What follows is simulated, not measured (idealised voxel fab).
You're looking at the process module voxel self aligned contacts.
The cross-section on display is named cut; it measures 250 nm wide, and its cells are 5 nm squares.
We lay out every cross-section as a grid of square cells and spell it out in bands from the top down, where one band means one or more rows of cells. In this notation a band is specified by the heights of its top and bottom, in that order and in nm, after which its materials appear from left to right, each paired with its width in nm. The word "throughout" attached to a single material means that material fills the band from edge to edge; the word "blank" stands for empty space. Height reference: 0 = level under which incoming wafer is all one material. Lowest band: no bottom, runs on downward, e.g. "0 and below". A width given as "30..40" starts at the first number in the band's top row and ends at the second number in its bottom row, shifting by an equal amount at every step from row to row. Basically "changes: none" means that step didn't change any cell in the cross-section. "Trapped void list" means: voids of 8 cells or more that are shut off from the top with no open way through. Written width x height at distance, distance from the left edge, in nm. It should be noted that, on the line of a given step, the content following the step's settings is a remark produced by the simulator itself with respect to that step. The setting "overlay nm" may be written on the line of a step. When the step uses a mask, the value reports how far to the right of the planned place the mask lay, and a negative value reports that it lay to the left.

This section lists the process steps that were planned
1: RECEIVE (material Si)
2: OXIDIZE (depth nm 5)
3: DIRECTIONAL_DEP (material polySi; thk nm 25)
4: DIRECTIONAL_DEP (material SiN; thk nm 25)
5: DIRECTIONAL_DEP (material aC; thk nm 15)
6: PATTERN (tone cover; mask id GATE; material resist; width nm 25; pitch nm 65; thk nm 30; overlay nm 0)
7: DIRECTIONAL_ETCH (etch materials aC; depth nm 15)
8: STRIP (etch materials resist)
9: DIRECTIONAL_ETCH (etch materials SiN; depth nm 25)
10: DIRECTIONAL_ETCH (etch materials polySi; depth nm 25)
11: STRIP (etch materials aC)
12: CONFORMAL_DEP (material SiN; thk nm 10)
13: DIRECTIONAL_ETCH (etch materials SiN; depth nm 10)
14: FILL_DEP (material SiO2; thk nm 15)
15: CMP (height nm 60)
16: PATTERN (tone open; mask id CONTACT; material resist; width nm 50; pitch nm 65; thk nm 20; overlay nm 0)
17: DIRECTIONAL_ETCH (etch materials SiO2; depth nm 65)
18: STRIP (etch materials resist)
19: CONFORMAL_DEP (material TiN; thk nm 5)
20: FILL_DEP (material W; thk nm 5)
21: CMP (height nm 60)
22: CONFORMAL_DEP (material SiN; thk nm 5)

As-received wafer cross-section (after step 1)
0 and below | Si throughout
Trapped void list: none

Module complete - cross-section of the first of two wafers, run according to plan
65 down to 60 | SiN throughout
60 down to 50 | SiO2: 65, then TiN: 5..20, then W: 40..10, then TiN: 5..20, then SiO2: 15, then TiN: 5..20, then W: 40..10, then TiN: 5..20, then SiO2: 70
50 down to 25 | SiO2: 35, then SiN: 45, then TiN: 5, then W: 10, then TiN: 5, then SiN: 45, then TiN: 5, then W: 10, then TiN: 5, then SiN: 45, then SiO2: 40
25 down to 0 | SiO2: 35, then SiN: 10, then polySi: 25, then SiN: 10, then TiN: 5, then W: 10, then TiN: 5, then SiN: 10, then polySi: 25, then SiN: 10, then TiN: 5, then W: 10, then TiN: 5, then SiN: 10, then polySi: 25, then SiN: 10, then SiO2: 40
0 down to -5 | SiO2: 80, then TiN: 20, then SiO2: 45, then TiN: 20, then SiO2: 85
-5 and below | Si throughout
Trapped void list: none

This is the second of the two wafers, cross-sectioned at the end of the module; it started exactly like the first and was given the same plan, but it was run with one mistake
65 down to 60 | SiN throughout
60 down to 50 | SiO2: 65, then TiN: 5..20, then W: 40..10, then TiN: 5..20, then SiO2: 15, then TiN: 5..20, then W: 40..10, then TiN: 5..20, then SiO2: 70
50 down to 25 | SiO2: 35, then SiN: 45, then TiN: 5, then W: 10, then TiN: 5, then SiN: 45, then TiN: 5, then W: 10, then TiN: 5, then SiN: 45, then SiO2: 40
25 down to 5 | SiO2: 35, then SiN: 10, then polySi: 25, then SiN: 10, then TiN: 5, then W: 10, then TiN: 5, then SiN: 10, then polySi: 25, then SiN: 10, then TiN: 5, then W: 10, then TiN: 5, then SiN: 10, then polySi: 25, then SiN: 10, then SiO2: 40
5 down to 0 | SiO2: 35, then SiN: 10, then polySi: 25, then SiN: 10, then TiN: 20, then SiN: 10, then polySi: 25, then SiN: 10, then TiN: 20, then SiN: 10, then polySi: 25, then SiN: 10, then SiO2: 40
0 and below | Si throughout
Trapped void list: none
So what did we get wrong on this run? step 2 in the plan did not get run; it was skipped
Counted in cells at the end, the second wafer holds more or fewer of these materials than the first: Si: 50 more; SiO2: 42 fewer; TiN: 4 fewer; W: 4 fewer
